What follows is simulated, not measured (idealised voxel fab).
The name of this process module is voxel wiring stack.
Shown is cross-section cut, with a width of 260 nm and square cells of size 5 nm.
Cross-section spec: square-cell grid; bands listed top down; each band is one or more rows.
Heights first: top, then bottom, in nm. Then materials, left to right, each with a width in nm. "edge to edge" on a single material: fills the band edge to edge. "empty": empty space.
The level at which height equals 0 is the one under which the wafer, as it arrives, is entirely one material. No lower edge exists for the bottom band, which continues downward and is notated as in "0 nm and below".
The width entry "30 to 40" should be interpreted row by row: the top row of cells in the band takes the first number, the bottom row takes the second number, and the change between adjacent rows is uniform throughout.
"everything unchanged" means the step left every cell of the cross-section as it was.
Each empty space that has no open way to the top and spans at least 8 cells appears under "Closed void entries" as width x height at distance, the distance counted from the left edge, all in nm.
Heads up: the bit after the settings on a step's line is the simulator's remark on that step.
Regarding "overlay nm": on a step with a mask, it is the distance the mask lay to the right of its planned place; a negative value places it to the left.
-- plan
1. RECEIVE with material Si
2. CONFORMAL_DEP with material SiO2, thk nm 10
3. DIRECTIONAL_DEP with material TiN, thk nm 5
4. DIRECTIONAL_DEP with material Ru, thk nm 25
5. DIRECTIONAL_DEP with material aC, thk nm 10
6. PATTERN with tone cover, mask id METAL_1, material resist, width nm 20, pitch nm 50, thk nm 25, overlay nm 0
7. DIRECTIONAL_ETCH with etch materials aC, depth nm 10
8. STRIP with etch materials resist
9. DIRECTIONAL_ETCH with etch materials Ru, depth nm 25
10. DIRECTIONAL_ETCH with etch materials TiN, depth nm 5
11. STRIP with etch materials aC
12. CONFORMAL_DEP with material SiN, thk nm 5
13. FILL_DEP with material lowk, thk nm 10
14. CMP with height nm 40
15. CONFORMAL_DEP with material SiCN, thk nm 5
16. DIRECTIONAL_DEP with material lowk, thk nm 25
17. MASKED_ETCH with tone open, mask id METAL_2_HOLES, width nm 15, pitch nm 50, etch materials lowk, depth nm 25, overlay nm 0
18. PATTERN with tone open, mask id METAL_2, material resist, width nm 20, pitch nm 50, thk nm 20, overlay nm 0
19. DIRECTIONAL_ETCH with etch materials lowk, depth nm 15
20. DIRECTIONAL_ETCH with etch materials SiCN, depth nm 5
21. STRIP with etch materials resist
22. CONFORMAL_DEP with material TiN, thk nm 5
23. FILL_DEP with material Ru, thk nm 5
24. CMP with height nm 70
25. CONFORMAL_DEP with material SiCN, thk nm 5
26. DIRECTIONAL_DEP with material lowk, thk nm 35
27. PATTERN with tone open, mask id METAL_3, material resist, width nm 20, pitch nm 50, thk nm 20, overlay nm 0
28. DIRECTIONAL_ETCH with etch materials lowk, depth nm 20
29. STRIP with etch materials resist
30. MASKED_ETCH with tone open, mask id METAL_3_HOLES, width nm 15, pitch nm 50, etch materials lowk, depth nm 15, overlay nm 0
31. MASKED_ETCH with tone open, mask id METAL_3_HOLES, width nm 15, pitch nm 50, etch materials SiCN, depth nm 5, overlay nm 0
32. CONFORMAL_DEP with material TiN, thk nm 5
33. FILL_DEP with material Cu, thk nm 5
34. CMP with height nm 110
35. CONFORMAL_DEP with material SiCN, thk nm 5
-- Step 1 complete: cross-section of the wafer as received
    0 nm and below = Si edge to edge
    Closed void entries: none
-- Final wafer profile in cross-section after the module, from the same start and plan as above, with one mistake made during processing
    115 nm to 110 nm = SiCN edge to edge
    110 nm to 95 nm = 45 of lowk, 5 of TiN, 10 of Cu, 5 of TiN, 30 of lowk, 5 of TiN, 10 of Cu, 5 of TiN, 30 of lowk, 5 of TiN, 10 of Cu, 5 of TiN, 30 of lowk, 5 of TiN, 10 of Cu, 5 of TiN, 45 of lowk
    95 nm to 90 nm = 45 of lowk, 5 of TiN, 5 of Cu, 10 of TiN, 30 of lowk, 5 of TiN, 5 of Cu, 10 of TiN, 30 of lowk, 5 of TiN, 5 of Cu, 10 of TiN, 30 of lowk, 5 of TiN, 5 of Cu, 10 of TiN, 45 of lowk
    90 nm to 75 nm = 45 of lowk, 5 of TiN, 5 of Cu, 5 of TiN, 35 of lowk, 5 of TiN, 5 of Cu, 5 of TiN, 35 of lowk, 5 of TiN, 5 of Cu, 5 of TiN, 35 of lowk, 5 of TiN, 5 of Cu, 5 of TiN, 50 of lowk
    75 nm to 70 nm = 45 of SiCN, 15 of TiN, 35 of SiCN, 15 of TiN, 35 of SiCN, 15 of TiN, 35 of SiCN, 15 of TiN, 50 of SiCN
    70 nm to 60 nm = 55 of Ru, 5 of TiN, 5 of lowk, 5 of TiN, 35 of Ru, 5 of TiN, 5 of lowk, 5 of TiN, 35 of Ru, 5 of TiN, 5 of lowk, 5 of TiN, 35 of Ru, 5 of TiN, 5 of lowk, 5 of TiN, 40 of Ru
    60 nm to 55 nm = 50 of TiN, 5 of Ru, 5 of TiN, 5 of lowk, 35 of TiN, 5 of Ru, 5 of TiN, 5 of lowk, 35 of TiN, 5 of Ru, 5 of TiN, 5 of lowk, 35 of TiN, 5 of Ru, 5 of TiN, 5 of lowk, 45 of TiN
    55 nm to 50 nm = 45 of lowk, 5 of TiN, 5 of Ru, 5 of TiN, 35 of lowk, 5 of TiN, 5 of Ru, 5 of TiN, 35 of lowk, 5 of TiN, 5 of Ru, 5 of TiN, 35 of lowk, 5 of TiN, 5 of Ru, 5 of TiN, 50 of lowk
    50 nm to 45 nm = 45 of lowk, 15 of TiN, 35 of lowk, 15 of TiN, 35 of lowk, 15 of TiN, 35 of lowk, 15 of TiN, 50 of lowk
    45 nm to 40 nm = SiCN edge to edge
    40 nm to 15 nm = 40 of lowk, 5 of SiN, 20 of Ru, 5 of SiN, 20 of lowk, 5 of SiN, 20 of Ru, 5 of SiN, 20 of lowk, 5 of SiN, 20 of Ru, 5 of SiN, 20 of lowk, 5 of SiN, 20 of Ru, 5 of SiN, 40 of lowk
    15 nm to 10 nm = 45 of SiN, 20 of TiN, 30 of SiN, 20 of TiN, 30 of SiN, 20 of TiN, 30 of SiN, 20 of TiN, 45 of SiN
    10 nm to 0 nm = SiO2 edge to edge
    0 nm and below = Si edge to edge
    Closed void entries: none
Error vs. plan: contrary to plan, step 18 was performed as PATTERN with tone cover, mask id METAL_2, material resist, width nm 20, pitch nm 50, thk nm 20, overlay nm 0
